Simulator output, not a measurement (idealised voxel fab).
Process module heading - voxel self aligned contacts
Each square cell in cross-section cut measures 5 nm, and the section as a whole is 230 nm wide.
When this document writes out a cross-section, it uses a grid of square cells and lists it as bands, beginning at the top and moving down, with a band standing for one or more rows of cells. Per band: top height and bottom height in nm, followed by the left-to-right materials and their widths in nm; "everywhere" marks a single material spanning edge to edge, "empty" marks empty space. We count height from 0. Below that, the starting wafer is all one material. The lowest band never ends at the bottom but goes on down; see "top 0, no bottom" for how that is written. Width spec "30..40" -> top row of cells at first value, bottom row at second value, equal per-row change in between. The cross-section has no changed cell in any step marked "left unchanged". Voids, fully enclosed: empty space of 8 cells or more with no open way to the top, each as width x height at its distance from the left edge, in nm. Formally, on a step line, whatever follows the settings is a remark that the simulator itself makes on the step. The optional step-line setting "overlay nm" applies to steps with a mask and quantifies how far to the right of its planned location the mask lay, a negative value indicating leftward placement.

Below is the list of planned process steps:
| 1 | RECEIVE, material Si |
| 2 | CONFORMAL_DEP, material SiO2, thk nm 5 |
| 3 | DIRECTIONAL_DEP, material polySi, thk nm 20 |
| 4 | DIRECTIONAL_DEP, material SiN, thk nm 15 |
| 5 | DIRECTIONAL_DEP, material aC, thk nm 15 |
| 6 | PATTERN, tone cover, mask id GATE, material resist, width nm 25, pitch nm 50, thk nm 30, overlay nm 0 |
| 7 | DIRECTIONAL_ETCH, etch materials aC, depth nm 15 |
| 8 | STRIP, etch materials resist |
| 9 | DIRECTIONAL_ETCH, etch materials SiN, depth nm 15 |
| 10 | DIRECTIONAL_ETCH, etch materials polySi, depth nm 20 |
| 11 | STRIP, etch materials aC |
| 12 | CONFORMAL_DEP, material SiN, thk nm 5 |
| 13 | DIRECTIONAL_ETCH, etch materials SiN, depth nm 5 |
| 14 | FILL_DEP, material SiO2, thk nm 15 |
| 15 | CMP, height nm 50 |
| 16 | PATTERN, tone open, mask id CONTACT, material resist, width nm 35, thk nm 15, overlay nm 0 |
| 17 | DIRECTIONAL_ETCH, etch materials SiO2, depth nm 50 |
| 18 | STRIP, etch materials resist |
| 19 | CONFORMAL_DEP, material TiN, thk nm 5 |
| 20 | FILL_DEP, material Ru, thk nm 10 |
| 21 | CMP, height nm 50 |
| 22 | CONFORMAL_DEP, material SiN, thk nm 5 |

Incoming wafer in cross-section (state: after step 1):
* top 0, no bottom  Si everywhere
* Voids, fully enclosed: none

Cross-section taken at module completion on the first of two wafers; processed per the plan:
* top 55, bottom 50  SiN everywhere
* top 50, bottom 40  SiO2=95  TiN=5..15  Ru=25..5  TiN=5..15  SiO2=100
* top 40, bottom 25  SiO2=70  SiN=35  TiN=5  Ru=5  TiN=5  SiN=35  SiO2=75
* top 25, bottom 5  SiO2=70  SiN=5  polySi=25  SiN=5  TiN=5  Ru=5  TiN=5  SiN=5  polySi=25  SiN=5  SiO2=75
* top 5, bottom 0  SiO2=105  TiN=15  SiO2=110
* top 0, no bottom  Si everywhere
* Voids, fully enclosed: none

Second of two wafers, module complete, sectioned: it shares the first wafer's start and plan but was run with one mistake:
* top 55, bottom 50  SiN everywhere
* top 50, bottom 45  SiO2=95  TiN=5  Ru=25  TiN=5  SiO2=100
* top 45, bottom 40  SiO2=95  TiN=35  SiO2=100
* top 40, bottom 25  SiN=80  SiO2=15  SiN=35  SiO2=15  SiN=85
* top 25, bottom 5  polySi=75  SiN=5  SiO2=15  SiN=5  polySi=25  SiN=5  SiO2=15  SiN=5  polySi=80
* top 5, bottom 0  SiO2 everywhere
* top 0, no bottom  Si everywhere
* Voids, fully enclosed: none
Deviation from plan: rather than as planned, step 6 actually ran as PATTERN, tone open, mask id GATE, material resist, width nm 25, pitch nm 50, thk nm 30, overlay nm 0
Heads up, by the end the second wafer has more or fewer cells of some materials compared to the first: -8 Ru, +78 SiN, -158 SiO2, -16 TiN, +104 polySi
